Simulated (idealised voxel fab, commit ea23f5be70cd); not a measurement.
Process module in this document: voxel ribs on slabs
In the cross-section labelled cut, the width is 160 nm and each square cell is 5 nm.
How to read a cross-section here: the picture is a grid of square cells, written as bands going from the top down, and any band can span one or more rows of cells.
Band: top and bottom heights (nm) first, top before bottom; then materials from left to right, widths in nm. "everywhere" marks a sole material filling the band edge to edge. "air" denotes empty space.
Measure heights from 0. That's the level where, below it, the as-received wafer is all one material. The lowest band is bottomless and extends downward; write it as in "from 0 down".
You'd read "30 to 40" like this: the band's top row of cells is as wide as the first number, its bottom row is as wide as the second, and going down, every row changes width by the same amount as the row before did.
"remained the same", as given for a step, is the statement that not any cell of the cross-section underwent a change during that step.
So "Enclosed void list" is basically the list of trapped voids: any empty space of 8 cells or more that can't reach the top through an opening. They're written width x height at distance, the distance being from the left edge, and it's all nm.
On each step's line, the part that comes after the settings is the simulator's own comment on the step.
If you see "overlay nm" on a step's line and that step has a mask, it's telling you how far right of where it was planned the mask ended up; a negative number means it went left instead.
### plan
1 RECEIVE (material Si)
2 DIRECTIONAL_DEP (material SiO2; thk nm 20)
3 DIRECTIONAL_DEP (material SiN; thk nm 20)
4 MASKED_ETCH (tone cover; mask id RIB; width nm 25; etch materials SiN; depth nm 10; overlay nm 0)
5 PATTERN (tone cover; mask id SLAB; material resist; width nm 65; thk nm 20; overlay nm 0)
6 DIRECTIONAL_ETCH (etch materials SiN; depth nm 10)
7 STRIP (etch materials resist)
8 FILL_DEP (material SiO2; thk nm 20)
9 CMP (height nm 50)
10 DIRECTIONAL_DEP (material TiN; thk nm 10)
11 MASKED_ETCH (tone cover; mask id HEATER; width nm 35; etch materials TiN; depth nm 10; overlay nm -15)
12 CONFORMAL_DEP (material SiN; thk nm 5)
Among the wafers covered here, the point of difference is the overlay nm at step 11; their starting state is shared, and the plan presents the value of the first wafer.
### First of several wafers, received after step 1, in cross-section
> from 0 down: Si everywhere
> Enclosed void list: none
### Last step of the module is step 12; after it, the first of several wafers in cross-section
> from 65 to 60: 40 of air, then 45 of SiN, then 75 of air
> from 60 to 55: 40 of air, then 5 of SiN, then 35 of TiN, then 5 of SiN, then 75 of air
> from 55 to 50: 45 of SiN, then 35 of TiN, then 80 of SiN
> from 50 to 40: SiO2 everywhere
> from 40 to 30: 65 of SiO2, then 25 of SiN, then 70 of SiO2
> from 30 to 20: 45 of SiO2, then 65 of SiN, then 50 of SiO2
> from 20 to 0: SiO2 everywhere
> from 0 down: Si everywhere
> Enclosed void list: none
### A cross-section through the last wafer at the close of the module
> from 65 to 60: 70 of air, then 45 of SiN, then 45 of air
> from 60 to 55: 70 of air, then 5 of SiN, then 35 of TiN, then 5 of SiN, then 45 of air
> from 55 to 50: 75 of SiN, then 35 of TiN, then 50 of SiN
> from 50 to 40: SiO2 everywhere
> from 40 to 30: 65 of SiO2, then 25 of SiN, then 70 of SiO2
> from 30 to 20: 45 of SiO2, then 65 of SiN, then 50 of SiO2
> from 20 to 0: SiO2 everywhere
> from 0 down: Si everywhere
> Enclosed void list: none
### Below, a row for every wafer. Read it as the end-of-module picture: for each material the wafer shows its cells gained (+) or lost (-) since it was received, and then its closed voids
overlay nm -15 | +72 SiN | +284 SiO2 | +14 TiN | Enclosed void list: none
overlay nm -10 | +72 SiN | +284 SiO2 | +14 TiN | Enclosed void list: none
overlay nm -5 | +72 SiN | +284 SiO2 | +14 TiN | Enclosed void list: none
overlay nm 0 | +72 SiN | +284 SiO2 | +14 TiN | Enclosed void list: none
overlay nm 5 | +72 SiN | +284 SiO2 | +14 TiN | Enclosed void list: none
overlay nm 10 | +72 SiN | +284 SiO2 | +14 TiN | Enclosed void list: none
overlay nm 15 | +72 SiN | +284 SiO2 | +14 TiN | Enclosed void list: none
